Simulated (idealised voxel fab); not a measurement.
Proc. module: voxel capacitor over wiring
The width of the displayed cross-section, cut, is 140 nm; its cells are square, with a size of 5 nm.
Throughout this document, each cross-section is represented as a grid of square cells and is presented as a sequence of bands enumerated from the top downward, where a band comprises one or more rows of cells. Band entry format. Leading values: height of top, height of bottom, nm. Remainder: materials in left-to-right order, each with its width in nm. Special words: "throughout" on a single material, which then fills the band edge to edge; "blank", empty space. The reference from which all heights are counted is 0, the level beneath which the as-received wafer is entirely one material; the lowest band, having no lower bound, proceeds downward and is written after the example "0 -> down". A width given as "30 to 40" starts at the first number in the band's top row and ends at the second number in its bottom row, shifting by an equal amount at every step from row to row. Step marked "no modifications"? Then no cell in the cross-section changed in it. "Enclosed internal voids" means: voids of 8 cells or more that are shut off from the top with no open way through. Written width x height at distance, distance from the left edge, in nm. Read whatever lies past the settings on a step's line as the simulator's own remark about the step. Each step line may optionally specify "overlay nm", which for a step with a mask gives the rightward distance between the mask's planned place and where it lay, a negative value indicating the leftward direction.

-- This section lists the process steps that were planned
1 RECEIVE: material Si
2 CONFORMAL_DEP: material SiO2, thk nm 10
3 DIRECTIONAL_DEP: material TiN, thk nm 5
4 DIRECTIONAL_DEP: material Ru, thk nm 25
5 MASKED_ETCH: tone cover, mask id METAL_1, width nm 25, pitch nm 80, etch materials Ru, depth nm 25, overlay nm 0
6 MASKED_ETCH: tone cover, mask id METAL_1, width nm 25, pitch nm 80, etch materials TiN, depth nm 5, overlay nm 0
7 CONFORMAL_DEP: material SiN, thk nm 5
8 FILL_DEP: material SiO2, thk nm 5
9 CMP: height nm 40
10 CONFORMAL_DEP: material SiCN, thk nm 5
11 DIRECTIONAL_DEP: material lowk, thk nm 15
12 DIRECTIONAL_DEP: material aC, thk nm 10
13 PATTERN: tone open, mask id PLUG_1, material resist, width nm 15, thk nm 25, overlay nm 0
14 DIRECTIONAL_ETCH: etch materials aC, depth nm 10
15 STRIP: etch materials resist
16 DIRECTIONAL_ETCH: etch materials lowk, depth nm 15
17 DIRECTIONAL_ETCH: etch materials SiCN, depth nm 5
18 STRIP: etch materials aC
19 CONFORMAL_DEP: material TiN, thk nm 5
20 FILL_DEP: material Ru, thk nm 5
21 CMP: height nm 60
22 DIRECTIONAL_DEP: material TiN, thk nm 5
23 DIRECTIONAL_DEP: material Al2O3, thk nm 5
24 DIRECTIONAL_DEP: material TiN, thk nm 10
25 MASKED_ETCH: tone cover, mask id UPPER_PLATE, width nm 60, etch materials TiN, depth nm 10, overlay nm 0
26 MASKED_ETCH: tone cover, mask id UPPER_PLATE, width nm 60, etch materials Al2O3, depth nm 5, overlay nm 0
27 DIRECTIONAL_DEP: material aC, thk nm 10
28 PATTERN: tone cover, mask id LOWER_PLATE, material resist, width nm 70, thk nm 30, overlay nm 0
29 DIRECTIONAL_ETCH: etch materials aC, depth nm 10
30 STRIP: etch materials resist
31 DIRECTIONAL_ETCH: etch materials TiN, depth nm 5
32 STRIP: etch materials aC
33 FILL_DEP: material SiO2, thk nm 20
34 CMP: height nm 95
35 PATTERN: tone open, mask id PLUG_2, material resist, width nm 15, thk nm 15, overlay nm 0
36 DIRECTIONAL_ETCH: etch materials SiO2, depth nm 15
37 STRIP: etch materials resist
38 CONFORMAL_DEP: material TiN, thk nm 5
39 FILL_DEP: material Ru, thk nm 5
40 CMP: height nm 95
41 CONFORMAL_DEP: material SiN, thk nm 5

-- Cross-sectional view of the wafer in its as-received condition, corresponding to the state after step 1
* 0 -> down | Si throughout
* Enclosed internal voids: none

-- Final cross-section, module run with one mistake (start and plan as above)
* 100 -> 95 | SiN throughout
* 95 -> 85 | SiO2 35 nm  SiN 5 nm  Ru 5 nm  SiN 5 nm  SiO2 90 nm
* 85 -> 80 | SiO2 35 nm  SiN 15 nm  SiO2 90 nm
* 80 -> 70 | SiO2 25 nm  TiN 60 nm  SiO2 55 nm
* 70 -> 65 | SiO2 25 nm  Al2O3 60 nm  SiO2 55 nm
* 65 -> 60 | SiO2 20 nm  TiN 70 nm  SiO2 50 nm
* 60 -> 45 | lowk 25 nm  TiN 5 nm  Ru 5 nm  TiN 5 nm  lowk 100 nm
* 45 -> 40 | SiCN 25 nm  TiN 15 nm  SiCN 100 nm
* 40 -> 15 | SiO2 10 nm  SiN 5 nm  Ru 25 nm  SiN 5 nm  SiO2 45 nm  SiN 5 nm  Ru 25 nm  SiN 5 nm  SiO2 15 nm
* 15 -> 10 | SiN 15 nm  TiN 25 nm  SiN 55 nm  TiN 25 nm  SiN 20 nm
* 10 -> 0 | SiO2 throughout
* 0 -> down | Si throughout
* Enclosed internal voids: none
The plan and the run diverged here: contrary to plan, step 38 was performed as CONFORMAL_DEP: material SiN, thk nm 5
